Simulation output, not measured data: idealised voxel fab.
process module | voxel self aligned vias
It is cross-section cut that appears here, measuring 300 nm in width, its square cells being 5 nm in size.
A cross-section is a grid of square cells, given in bands from the top down. A band is one or more rows of cells.
What a band's entry tells you: where the top is and where the bottom is, as heights in nm, and after that what lies inside, material by material from left to right, each with its width in nm. Empty space is written as the word "empty", and a single material marked with the word "everywhere" occupies the band from edge to edge.
All heights in this document are referenced to 0, defined as the level beneath which the wafer, as received, consists entirely of one material. The lowest band is not bounded below; it extends indefinitely downward and is written in the form "0 and below".
A two-number width, for instance "30 to 40", indicates that the width is equal to the first number in the top row of the band and to the second number in the bottom row, and that it changes by a constant amount per row of cells.
"everything unchanged" for a step: no cell of the cross-section changed in that step.
The entry "Completely enclosed voids" lists the empty spaces that cover at least 8 cells and have no open path to the top. Each is written as width x height at distance, where the distance is measured from the left edge and all three values are in nm.
Past the settings on a step's line: simulator remark, on that step.
"overlay nm" on a masked step: distance the mask lay right of its planned place, negative for left.
**Process steps - plan**
| 1 | RECEIVE (material Si) |
| 2 | CONFORMAL_DEP (material SiO2; thk nm 15) |
| 3 | CONFORMAL_DEP (material SiCN; thk nm 5) |
| 4 | DIRECTIONAL_DEP (material lowk; thk nm 30) |
| 5 | MASKED_ETCH (tone open; mask id LINES; width nm 20; pitch nm 65; etch materials lowk; depth nm 30; overlay nm 0) |
| 6 | CONFORMAL_DEP (material TiN; thk nm 5) |
| 7 | FILL_DEP (material W; thk nm 10) |
| 8 | CMP (height nm 50) |
| 9 | SELECTIVE_ETCH (etch materials W Ru TiN; depth nm 5) |
| 10 | FILL_DEP (material SiN; thk nm 10) |
| 11 | CMP (height nm 50) |
| 12 | DIRECTIONAL_DEP (material lowk; thk nm 15) |
| 13 | PATTERN (tone open; mask id VIAS; material resist; width nm 40; pitch nm 65; thk nm 15; overlay nm 0) |
| 14 | DIRECTIONAL_ETCH (etch materials lowk; depth nm 15) |
| 15 | DIRECTIONAL_ETCH (etch materials SiN; depth nm 5) |
| 16 | STRIP (etch materials resist) |
| 17 | CONFORMAL_DEP (material TiN; thk nm 5) |
| 18 | FILL_DEP (material Cu; thk nm 10) |
| 19 | CMP (height nm 65) |
| 20 | CONFORMAL_DEP (material SiN; thk nm 5) |
**Wafer as received: cross-section following step 1**
- 0 and below: Si everywhere
- Completely enclosed voids: none
**first wafer at the end, as planned**
- 70 down to 65: SiN everywhere
- 65 down to 55: 65 of lowk, then 5 of TiN, then 30 of Cu, then 5 of TiN, then 25 of lowk, then 5 of TiN, then 30 of Cu, then 5 of TiN, then 25 of lowk, then 5 of TiN, then 30 of Cu, then 5 of TiN, then 65 of lowk
- 55 down to 50: 65 of lowk, then 15 of TiN, then 10 of Cu, then 15 of TiN, then 25 of lowk, then 15 of TiN, then 10 of Cu, then 15 of TiN, then 25 of lowk, then 15 of TiN, then 10 of Cu, then 15 of TiN, then 65 of lowk
- 50 down to 45: 75 of lowk, then 20 of TiN, then 45 of lowk, then 20 of TiN, then 45 of lowk, then 20 of TiN, then 75 of lowk
- 45 down to 25: 75 of lowk, then 5 of TiN, then 10 of W, then 5 of TiN, then 45 of lowk, then 5 of TiN, then 10 of W, then 5 of TiN, then 45 of lowk, then 5 of TiN, then 10 of W, then 5 of TiN, then 75 of lowk
- 25 down to 20: 75 of lowk, then 20 of TiN, then 45 of lowk, then 20 of TiN, then 45 of lowk, then 20 of TiN, then 75 of lowk
- 20 down to 15: SiCN everywhere
- 15 down to 0: SiO2 everywhere
- 0 and below: Si everywhere
- Completely enclosed voids: none
**Module end: cross-section of wafer two of two. Same start and process plan as the first wafer. One mistake during execution**
- 70 down to 65: SiN everywhere
- 65 down to 55: 65 of lowk, then 5 of TiN, then 30 of Cu, then 5 of TiN, then 25 of lowk, then 5 of TiN, then 30 of Cu, then 5 of TiN, then 25 of lowk, then 5 of TiN, then 30 of Cu, then 5 of TiN, then 65 of lowk
- 55 down to 50: 65 of lowk, then 15 of TiN, then 15 of Cu, then 10 of TiN, then 25 of lowk, then 15 of TiN, then 15 of Cu, then 10 of TiN, then 25 of lowk, then 15 of TiN, then 15 of Cu, then 10 of TiN, then 65 of lowk
- 50 down to 45: 75 of lowk, then 25 of TiN, then 40 of lowk, then 25 of TiN, then 40 of lowk, then 25 of TiN, then 70 of lowk
- 45 down to 25: 75 of lowk, then 5 of TiN, then 15 of W, then 5 of TiN, then 40 of lowk, then 5 of TiN, then 15 of W, then 5 of TiN, then 40 of lowk, then 5 of TiN, then 15 of W, then 5 of TiN, then 70 of lowk
- 25 down to 20: 75 of lowk, then 25 of TiN, then 40 of lowk, then 25 of TiN, then 40 of lowk, then 25 of TiN, then 70 of lowk
- 20 down to 15: SiCN everywhere
- 15 down to 0: SiO2 everywhere
- 0 and below: Si everywhere
- Completely enclosed voids: none
Processing error: it should be noted that step 5 was executed with settings other than those planned, the operation and settings actually applied being MASKED_ETCH (tone open; mask id LINES; width nm 25; pitch nm 65; etch materials lowk; depth nm 30; overlay nm 0)
Once processing is complete, comparing cell counts shows that the second wafer has more or fewer of certain materials than the first: Cu: 3 more | TiN: 3 more | W: 12 more | lowk: 18 fewer
